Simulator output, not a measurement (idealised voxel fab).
Name of the process module below: voxel gate over fins
Each square cell in cross-section cut measures 5 nm, and the section as a whole is 300 nm wide.
Each cross-section below is a grid of square cells, stated as bands in top-down order, with one or more rows of cells making up each band. Top, bottom (nm), then materials left to right with widths (nm); lone material tagged "full width" fills the whole band edge to edge; "air" = empty space. Heights from 0 (as-received wafer is one material below). Bottom band endless downward, as "0 and below". Width spec "30->40" -> top row of cells at first value, bottom row at second value, equal per-row change in between. Where the words "nothing different" appear for a step, the cross-section shows no cell changed by that step; every cell remained as before. Under "Enclosed cavities" you'll find the enclosed gaps, the ones with no way out to the top, that are 8 cells or bigger; each reads width x height at distance, with distance counted from the left edge, everything in nm. Formally, on a step line, whatever follows the settings is a remark that the simulator itself makes on the step. overlay nm: mask right of planned place by this much (step with mask). Neg. = left.

# plan
1) RECEIVE with material Si
2) CONFORMAL_DEP with material SiN, thk nm 10
3) PATTERN with tone cover, mask id FINS, material resist, width nm 15, pitch nm 40, thk nm 15, overlay nm 0
4) DIRECTIONAL_ETCH with etch materials SiN, depth nm 10
5) DIRECTIONAL_ETCH with etch materials Si, depth nm 35
6) STRIP with etch materials resist
7) FILL_DEP with material SiO2, thk nm 15
8) CMP with height nm 10
9) SELECTIVE_ETCH with etch materials SiO2, depth nm 25
10) STRIP with etch materials SiN
11) CONFORMAL_DEP with material HfO2, thk nm 5
12) CONFORMAL_DEP with material TiN, thk nm 5
13) FILL_DEP with material W, thk nm 15
14) CMP with height nm 20
15) CONFORMAL_DEP with material SiN, thk nm 5

# Incoming wafer in cross-section (state: after step 1)
* 0 and below  Si full width
* Enclosed cavities: none

# Here's the wafer cut in cross-section after the module, started and planned just like above, except one thing was done wrong in the run
* 25 down to 20  SiN full width
* 20 down to 10  W full width
* 10 down to 5  110 nm W / 35 nm HfO2 / 5 nm W / 35 nm HfO2 / 115 nm W
* 5 down to 0  110 nm W / 5 nm HfO2 / 25 nm TiN / 5 nm HfO2 / 5 nm W / 5 nm HfO2 / 25 nm TiN / 5 nm HfO2 / 115 nm W
* 0 down to -5  110 nm W / 5 nm HfO2 / 5 nm TiN / 15 nm Si / 5 nm TiN / 5 nm HfO2 / 5 nm W / 5 nm HfO2 / 5 nm TiN / 15 nm Si / 5 nm TiN / 5 nm HfO2 / 115 nm W
* -5 down to -10  115 nm HfO2 / 5 nm TiN / 15 nm Si / 5 nm TiN / 15 nm HfO2 / 5 nm TiN / 15 nm Si / 5 nm TiN / 120 nm HfO2
* -10 down to -15  120 nm TiN / 15 nm Si / 25 nm TiN / 15 nm Si / 125 nm TiN
* -15 down to -35  120 nm SiO2 / 15 nm Si / 25 nm SiO2 / 15 nm Si / 125 nm SiO2
* -35 and below  Si full width
* Enclosed cavities: none
Processing error: the intended sequence of steps 11 and 12 was reversed during processing, with each occupying the position of the other
